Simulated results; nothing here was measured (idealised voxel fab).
process module | voxel ribs on slabs
cross-section cut | 235 nm wide | cells 5 nm
A cross-section is a grid of square cells, given in bands from the top down. A band is one or more rows of cells.
Each band's line starts with the height of the band's top and of its bottom, in nm. Then come its materials from left to right, each with its width in nm. One material with "throughout" fills the band from edge to edge. "air" is empty space.
Height 0 is the level under which the wafer as received is all one material. The lowest band goes on downwards, as in "0 down".
A width such as "30 to 40" changes by the same amount from each row of cells to the next, from the band's top row to its bottom row.
"no change" after a step means that no cell of the cross-section changed.
closed voids: empty space of 8 cells or more with no open way to the top, each as width x height at its distance from the left edge, in nm
after a step's settings: what the simulator itself notes on the step
overlay nm, on a step with a mask: how far to the right of its planned place the mask lay; to the left if negative
plan
1 op RECEIVE | material Si
2 op DIRECTIONAL_DEP | material SiO2 | thk nm 25
3 op DIRECTIONAL_DEP | material polySi | thk nm 20
4 op DIRECTIONAL_DEP | material aC | thk nm 10
5 op PATTERN | tone cover | mask id RIB | material resist | width nm 30 | thk nm 25 | overlay nm 0
6 op DIRECTIONAL_ETCH | etch materials aC | depth nm 10
7 op STRIP | etch materials resist
8 op DIRECTIONAL_ETCH | etch materials polySi | depth nm 10
9 op STRIP | etch materials aC
10 op MASKED_ETCH | tone cover | mask id SLAB | width nm 80 | etch materials polySi | depth nm 10 | overlay nm 0
11 op FILL_DEP | material SiO2 | thk nm 25
12 op CMP | height nm 60
13 op DIRECTIONAL_DEP | material TiN | thk nm 5
14 op PATTERN | tone cover | mask id HEATER | material resist | width nm 40 | thk nm 15 | overlay nm 0
15 op DIRECTIONAL_ETCH | etch materials TiN | depth nm 5
16 op STRIP | etch materials resist
17 op CONFORMAL_DEP | material SiO2 | thk nm 5
as received, after step 1
  0 down: Si throughout
  closed voids: none
a wafer at the end: this start, this plan, one mistake
  70 to 65: air 90 | SiO2 50 | air 95
  65 to 60: SiO2 95 | TiN 40 | SiO2 100
  60 to 50: SiO2 75 | polySi 80 | SiO2 80
  50 to 0: SiO2 throughout
  0 down: Si throughout
  closed voids: none
what went wrong: step 2 was run twice
